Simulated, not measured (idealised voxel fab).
process module | voxel capacitor over wiring
cross-section cut | 155 nm wide | cells 5 nm
A cross-section is a grid of square cells, given in bands from the top down. A band is one or more rows of cells.
Each band's line starts with the height of the band's top and of its bottom, in nm. Then come its materials from left to right, each with its width in nm. One material with "throughout" fills the band from edge to edge. "air" is empty space.
Height 0 is the level under which the wafer as received is all one material. The lowest band goes on downwards, as in "0 down".
A width such as "30 to 40" changes by the same amount from each row of cells to the next, from the band's top row to its bottom row.
"no change" after a step means that no cell of the cross-section changed.
closed voids: empty space of 8 cells or more with no open way to the top, each as width x height at its distance from the left edge, in nm
after a step's settings: what the simulator itself notes on the step
overlay nm, on a step with a mask: how far to the right of its planned place the mask lay; to the left if negative
plan
1 op RECEIVE | material Si
2 op CONFORMAL_DEP | material SiO2 | thk nm 15
3 op CONFORMAL_DEP | material SiCN | thk nm 5
4 op DIRECTIONAL_DEP | material SiO2 | thk nm 20
5 op DIRECTIONAL_DEP | material aC | thk nm 10
6 op PATTERN | tone open | mask id METAL_1 | material resist | width nm 30 | pitch nm 85 | thk nm 30 | overlay nm 0
7 op DIRECTIONAL_ETCH | etch materials aC | depth nm 10
8 op STRIP | etch materials resist
9 op DIRECTIONAL_ETCH | etch materials SiO2 | depth nm 20
10 op DIRECTIONAL_ETCH | etch materials SiCN | depth nm 5
11 op STRIP | etch materials aC
12 op CONFORMAL_DEP | material TiN | thk nm 5
13 op FILL_DEP | material Cu | thk nm 10
14 op CMP | height nm 40
15 op EPI | material Ru | thk nm 5
16 op FILL_DEP | material SiCN | thk nm 5
17 op DIRECTIONAL_DEP | material lowk | thk nm 20
18 op DIRECTIONAL_DEP | material aC | thk nm 10
19 op PATTERN | tone open | mask id PLUG_1 | material resist | width nm 15 | thk nm 30 | overlay nm 0
20 op DIRECTIONAL_ETCH | etch materials aC | depth nm 10
21 op STRIP | etch materials resist
22 op DIRECTIONAL_ETCH | etch materials lowk | depth nm 20
23 op DIRECTIONAL_ETCH | etch materials SiCN | depth nm 5
24 op STRIP | etch materials aC
25 op EPI | material Ru | thk nm 10
26 op EPI | material Ru | thk nm 10
27 op EPI | material Ru | thk nm 5
28 op DIRECTIONAL_DEP | material TiN | thk nm 5
29 op DIRECTIONAL_DEP | material HfO2 | thk nm 5
30 op DIRECTIONAL_DEP | material TiN | thk nm 5
31 op PATTERN | tone cover | mask id UPPER_PLATE | material resist | width nm 60 | thk nm 15 | overlay nm 0
32 op DIRECTIONAL_ETCH | etch materials TiN | depth nm 5
33 op DIRECTIONAL_ETCH | etch materials HfO2 | depth nm 5
34 op STRIP | etch materials resist
35 op DIRECTIONAL_DEP | material aC | thk nm 15
36 op PATTERN | tone cover | mask id LOWER_PLATE | material resist | width nm 70 | thk nm 35 | overlay nm 0
37 op DIRECTIONAL_ETCH | etch materials aC | depth nm 15
38 op STRIP | etch materials resist
39 op DIRECTIONAL_ETCH | etch materials TiN | depth nm 5
40 op STRIP | etch materials aC
41 op FILL_DEP | material SiO2 | thk nm 15
42 op CMP | height nm 95
43 op MASKED_ETCH | tone open | mask id PLUG_2 | width nm 15 | etch materials SiO2 | depth nm 10 | overlay nm 0
44 op CONFORMAL_DEP | material TiN | thk nm 5
45 op FILL_DEP | material W | thk nm 10
46 op CMP | height nm 95
47 op CONFORMAL_DEP | material SiCN | thk nm 5
first wafer, as planned
as received, after step 1
  0 down: Si throughout
  closed voids: none
after step 2
  15 to 0: SiO2 throughout
  below 0: unchanged
after step 3
  20 to 15: SiCN throughout
  below 15: unchanged
after step 4
  40 to 20: SiO2 throughout
  below 20: unchanged
after step 5
  50 to 40: aC throughout
  below 40: unchanged
after step 6
  80 to 50: resist 20 | air 30 | resist 55 | air 30 | resist 20
  below 50: unchanged
after step 7
  70 to 50: resist 20 | air 30 | resist 55 | air 30 | resist 20
  50 to 40: aC 20 | air 30 | aC 55 | air 30 | aC 20
  below 40: unchanged
after step 8
  50 to 40: aC 20 | air 30 | aC 55 | air 30 | aC 20
  below 40: unchanged
after step 9
  50 to 40: aC 20 | air 30 | aC 55 | air 30 | aC 20
  40 to 20: SiO2 20 | air 30 | SiO2 55 | air 30 | SiO2 20
  below 20: unchanged
after step 10
  50 to 40: aC 20 | air 30 | aC 55 | air 30 | aC 20
  40 to 20: SiO2 20 | air 30 | SiO2 55 | air 30 | SiO2 20
  20 to 15: SiCN 20 | air 30 | SiCN 55 | air 30 | SiCN 20
  below 15: unchanged
after step 11
  40 to 20: SiO2 20 | air 30 | SiO2 55 | air 30 | SiO2 20
  below 20: unchanged
after step 12
  45 to 40: TiN 25 | air 20 | TiN 65 | air 20 | TiN 25
  40 to 20: SiO2 20 | TiN 5 | air 20 | TiN 5 | SiO2 55 | TiN 5 | air 20 | TiN 5 | SiO2 20
  20 to 15: SiCN 20 | TiN 30 | SiCN 55 | TiN 30 | SiCN 20
  below 15: unchanged
after step 13
  55 to 45: Cu throughout
  45 to 40: TiN 25 | Cu 20 | TiN 65 | Cu 20 | TiN 25
  40 to 20: SiO2 20 | TiN 5 | Cu 20 | TiN 5 | SiO2 55 | TiN 5 | Cu 20 | TiN 5 | SiO2 20
  below 20: unchanged
after step 14
  40 to 20: SiO2 20 | TiN 5 | Cu 20 | TiN 5 | SiO2 55 | TiN 5 | Cu 20 | TiN 5 | SiO2 20
  below 20: unchanged
after step 15
  45 to 40: air 15 | Ru 40 | air 45 | Ru 40 | air 15
  below 40: unchanged
after step 16
  50 to 45: SiCN throughout
  45 to 40: SiCN 15 | Ru 40 | SiCN 45 | Ru 40 | SiCN 15
  below 40: unchanged
after step 17
  70 to 50: lowk throughout
  below 50: unchanged
after step 18
  80 to 70: aC throughout
  below 70: unchanged
after step 19
  110 to 80: resist 35 | air 15 | resist 105
  below 80: unchanged
after step 20
  100 to 80: resist 35 | air 15 | resist 105
  80 to 70: aC 35 | air 15 | aC 105
  below 70: unchanged
after step 21
  80 to 70: aC 35 | air 15 | aC 105
  below 70: unchanged
after step 22
  80 to 70: aC 35 | air 15 | aC 105
  70 to 50: lowk 35 | air 15 | lowk 105
  below 50: unchanged
after step 23
  80 to 70: aC 35 | air 15 | aC 105
  70 to 50: lowk 35 | air 15 | lowk 105
  50 to 45: SiCN 35 | air 15 | SiCN 105
  below 45: unchanged
after step 24
  70 to 50: lowk 35 | air 15 | lowk 105
  below 50: unchanged
after step 25
  70 to 55: lowk 35 | air 15 | lowk 105
  55 to 50: lowk 35 | Ru 15 | lowk 105
  50 to 45: SiCN 35 | Ru 15 | SiCN 105
  below 45: unchanged
after step 26
  70 to 65: lowk 35 | air 15 | lowk 105
  65 to 50: lowk 35 | Ru 15 | lowk 105
  below 50: unchanged
after step 27
  70 to 50: lowk 35 | Ru 15 | lowk 105
  below 50: unchanged
after step 28
  75 to 70: TiN throughout
  below 70: unchanged
after step 29
  80 to 75: HfO2 throughout
  below 75: unchanged
after step 30
  85 to 80: TiN throughout
  below 80: unchanged
after step 31
  100 to 85: air 35 | resist 60 | air 60
  below 85: unchanged
after step 32
  100 to 85: air 35 | resist 60 | air 60
  85 to 80: air 35 | TiN 60 | air 60
  below 80: unchanged
after step 33
  100 to 85: air 35 | resist 60 | air 60
  85 to 80: air 35 | TiN 60 | air 60
  80 to 75: air 35 | HfO2 60 | air 60
  below 75: unchanged
after step 34
  85 to 80: air 35 | TiN 60 | air 60
  below 80: unchanged
after step 35
  100 to 90: air 35 | aC 60 | air 60
  90 to 85: aC throughout
  85 to 80: aC 35 | TiN 60 | aC 60
  80 to 75: aC 35 | HfO2 60 | aC 60
  below 75: unchanged
after step 36
  135 to 100: air 30 | resist 70 | air 55
  100 to 90: air 30 | resist 5 | aC 60 | resist 5 | air 55
  below 90: unchanged
after step 37
  120 to 100: air 30 | resist 70 | air 55
  100 to 90: air 30 | resist 5 | aC 60 | resist 5 | air 55
  90 to 85: air 30 | aC 70 | air 55
  85 to 80: air 30 | aC 5 | TiN 60 | aC 5 | air 55
  80 to 75: air 30 | aC 5 | HfO2 60 | aC 5 | air 55
  below 75: unchanged
after step 38
  100 to 90: air 35 | aC 60 | air 60
  below 90: unchanged
after step 39
  100 to 90: air 35 | aC 60 | air 60
  90 to 85: air 30 | aC 70 | air 55
  85 to 80: air 30 | aC 5 | TiN 60 | aC 5 | air 55
  80 to 75: air 30 | aC 5 | HfO2 60 | aC 5 | air 55
  75 to 70: air 30 | TiN 70 | air 55
  below 70: unchanged
after step 40
  85 to 80: air 35 | TiN 60 | air 60
  80 to 75: air 35 | HfO2 60 | air 60
  below 75: unchanged
after step 41
  100 to 85: SiO2 throughout
  85 to 80: SiO2 35 | TiN 60 | SiO2 60
  80 to 75: SiO2 35 | HfO2 60 | SiO2 60
  75 to 70: SiO2 30 | TiN 70 | SiO2 55
  below 70: unchanged
after step 42
  95 to 85: SiO2 throughout
  below 85: unchanged
after step 43
  95 to 85: SiO2 45 | air 15 | SiO2 95
  below 85: unchanged
after step 44
  100 to 95: TiN 50 | air 5 | TiN 100
  95 to 90: SiO2 45 | TiN 5 | air 5 | TiN 5 | SiO2 95
  90 to 80: SiO2 45 to 35 | TiN 15 to 60 | SiO2 95 to 60
  below 80: unchanged
after step 45
  110 to 100: W throughout
  100 to 95: TiN 50 | W 5 | TiN 100
  95 to 90: SiO2 45 | TiN 5 | W 5 | TiN 5 | SiO2 95
  below 90: unchanged
after step 46
  95 to 90: SiO2 45 | TiN 5 | W 5 | TiN 5 | SiO2 95
  below 90: unchanged
after step 47
  100 to 95: SiCN throughout
  below 95: unchanged
second wafer: like start, like plan, one mistake. Through step 21 it matches the first wafer
when step 22 should have ended
  80 to 70: aC 35 | air 15 | aC 105
  70 to 55: lowk 35 | air 15 | lowk 105
  below 55: unchanged
when step 23 should have ended: no change
when step 24 should have ended
  70 to 55: lowk 35 | air 15 | lowk 105
  below 55: unchanged
when step 25 should have ended: no change
when step 26 should have ended: no change
when step 27 should have ended: no change
when step 28 should have ended
  75 to 70: TiN 35 | air 15 | TiN 105
  70 to 60: lowk 35 | air 15 | lowk 105
  60 to 55: lowk 35 | TiN 15 | lowk 105
  below 55: unchanged
when step 29 should have ended
  80 to 75: HfO2 35 | air 15 | HfO2 105
  75 to 70: TiN 35 | air 15 | TiN 105
  70 to 65: lowk 35 | air 15 | lowk 105
  65 to 60: lowk 35 | HfO2 15 | lowk 105
  below 60: unchanged
when step 30 should have ended
  85 to 80: TiN 35 | air 15 | TiN 105
  80 to 75: HfO2 35 | air 15 | HfO2 105
  75 to 70: TiN 35 | air 15 | TiN 105
  70 to 65: lowk 35 | TiN 15 | lowk 105
  below 65: unchanged
when step 31 should have ended
  100 to 85: air 35 | resist 60 | air 60
  85 to 80: TiN 35 | resist 15 | TiN 105
  80 to 75: HfO2 35 | resist 15 | HfO2 105
  75 to 70: TiN 35 | resist 15 | TiN 105
  below 70: unchanged
when step 32 should have ended
  100 to 85: air 35 | resist 60 | air 60
  85 to 80: air 35 | resist 15 | TiN 45 | air 60
  below 80: unchanged
when step 33 should have ended
  100 to 85: air 35 | resist 60 | air 60
  85 to 80: air 35 | resist 15 | TiN 45 | air 60
  80 to 75: air 35 | resist 15 | HfO2 45 | air 60
  below 75: unchanged
when step 34 should have ended
  85 to 80: air 50 | TiN 45 | air 60
  80 to 75: air 50 | HfO2 45 | air 60
  75 to 70: TiN 35 | air 15 | TiN 105
  below 70: unchanged
when step 35 should have ended
  100 to 90: air 50 | aC 45 | air 60
  90 to 85: aC 35 | air 15 | aC 105
  85 to 80: aC 50 | TiN 45 | aC 60
  80 to 75: aC 50 | HfO2 45 | aC 60
  75 to 70: TiN 35 | aC 15 | TiN 105
  below 70: unchanged
when step 36 should have ended
  135 to 100: air 30 | resist 70 | air 55
  100 to 90: air 30 | resist 20 | aC 45 | resist 5 | air 55
  90 to 85: aC 35 | resist 15 | aC 105
  below 85: unchanged
when step 37 should have ended
  120 to 100: air 30 | resist 70 | air 55
  100 to 90: air 30 | resist 20 | aC 45 | resist 5 | air 55
  90 to 85: air 30 | aC 5 | resist 15 | aC 50 | air 55
  85 to 80: air 30 | aC 20 | TiN 45 | aC 5 | air 55
  80 to 75: air 30 | aC 20 | HfO2 45 | aC 5 | air 55
  below 75: unchanged
when step 38 should have ended
  100 to 90: air 50 | aC 45 | air 60
  90 to 85: air 30 | aC 5 | air 15 | aC 50 | air 55
  below 85: unchanged
when step 39 should have ended
  100 to 90: air 50 | aC 45 | air 60
  90 to 85: air 30 | aC 5 | air 15 | aC 50 | air 55
  85 to 80: air 30 | aC 20 | TiN 45 | aC 5 | air 55
  80 to 75: air 30 | aC 20 | HfO2 45 | aC 5 | air 55
  75 to 70: air 30 | TiN 5 | aC 15 | TiN 50 | air 55
  below 70: unchanged
when step 40 should have ended
  85 to 80: air 50 | TiN 45 | air 60
  80 to 75: air 50 | HfO2 45 | air 60
  75 to 70: air 30 | TiN 5 | air 15 | TiN 50 | air 55
  below 70: unchanged
when step 41 should have ended
  100 to 85: SiO2 throughout
  85 to 80: SiO2 50 | TiN 45 | SiO2 60
  80 to 75: SiO2 50 | HfO2 45 | SiO2 60
  75 to 70: SiO2 30 | TiN 5 | SiO2 15 | TiN 50 | SiO2 55
  below 70: unchanged
when step 42 should have ended
  95 to 85: SiO2 throughout
  below 85: unchanged
when step 43 should have ended
  95 to 85: SiO2 45 | air 15 | SiO2 95
  below 85: unchanged
when step 44 should have ended
  100 to 95: TiN 50 | air 5 | TiN 100
  95 to 90: SiO2 45 | TiN 5 | air 5 | TiN 5 | SiO2 95
  90 to 80: SiO2 45 to 50 | TiN 15 to 45 | SiO2 95 to 60
  below 80: unchanged
when step 45 should have ended
  110 to 100: W throughout
  100 to 95: TiN 50 | W 5 | TiN 100
  95 to 90: SiO2 45 | TiN 5 | W 5 | TiN 5 | SiO2 95
  below 90: unchanged
when step 46 should have ended
  95 to 90: SiO2 45 | TiN 5 | W 5 | TiN 5 | SiO2 95
  below 90: unchanged
when step 47 should have ended
  100 to 95: SiCN throughout
  below 95: unchanged
what went wrong: step 22 ran as: op DIRECTIONAL_ETCH | etch materials lowk | depth nm 15
at the end the second wafer has, in cells: 15 fewer of Ru | 3 more of SiCN | 9 more of SiO2 | 3 more of lowk
